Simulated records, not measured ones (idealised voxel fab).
Proc. module: voxel ribs on slabs
Cross-section cut: width 280 nm, square cells of 5 nm.
How to read a cross-section here: the picture is a grid of square cells, written as bands going from the top down, and any band can span one or more rows of cells. Read a band's entry like this: the first values are the height of its top and the height of its bottom in nm, and what follows is the sequence of materials from left to right, each with its width in nm. Note that "air" is empty space, and that a single material marked "edge to edge" reaches across the band from edge to edge. Heights are reckoned from 0. Under this level, the received wafer is all of one material. The bottommost band is open-ended downward, for example "0 and below". A two-number width, for instance "30 to 40", indicates that the width is equal to the first number in the top row of the band and to the second number in the bottom row, and that it changes by a constant amount per row of cells. Key: "no alterations made" - step with no changed cell in the cross-section. This entry, "Closed void listing", enumerates those empty regions of no fewer than 8 cells that possess no open connection to the top. Each region is reported in the form width x height at distance, the distance being taken from the left edge, with all three quantities expressed in nm. What comes after the settings on a step's line is commentary from the simulator itself on that step. The optional step-line setting "overlay nm" applies to steps with a mask and quantifies how far to the right of its planned location the mask lay, a negative value indicating leftward placement.

# plan
- 1: RECEIVE, material Si
- 2: DIRECTIONAL_DEP, material SiO2, thk nm 25
- 3: DIRECTIONAL_DEP, material polySi, thk nm 25
- 4: MASKED_ETCH, tone cover, mask id RIB, width nm 25, etch materials polySi, depth nm 10, overlay nm 0
- 5: DIRECTIONAL_DEP, material aC, thk nm 15
- 6: PATTERN, tone cover, mask id SLAB, material resist, width nm 55, thk nm 35, overlay nm 0
- 7: DIRECTIONAL_ETCH, etch materials aC, depth nm 15
- 8: STRIP, etch materials resist
- 9: DIRECTIONAL_ETCH, etch materials polySi, depth nm 15
- 10: STRIP, etch materials aC
- 11: FILL_DEP, material SiO2, thk nm 15
- 12: CMP, height nm 60
- 13: DIRECTIONAL_DEP, material TiN, thk nm 10
- 14: MASKED_ETCH, tone cover, mask id HEATER, width nm 35, etch materials TiN, depth nm 10, overlay nm 0
- 15: CONFORMAL_DEP, material SiN, thk nm 5

# The cross-section here shows the wafer as received, i.e. in its state after step 1
0 and below: Si edge to edge
Closed void listing: none

# Post-module cross-section: identical start and plan to those above, one misstep in execution
75 down to 70: air (115), then SiN (45), then air (120)
70 down to 65: air (115), then SiN (5), then TiN (35), then SiN (5), then air (120)
65 down to 60: SiN (120), then TiN (35), then SiN (125)
60 down to 50: SiO2 edge to edge
50 down to 40: SiO2 (125), then polySi (25), then SiO2 (130)
40 down to 25: SiO2 (115), then polySi (55), then SiO2 (110)
25 down to 0: SiO2 edge to edge
0 and below: Si edge to edge
Closed void listing: none
Error vs. plan: off-plan run, step 6, actual operation and settings PATTERN, tone cover, mask id SLAB, material resist, width nm 55, thk nm 35, overlay nm 5
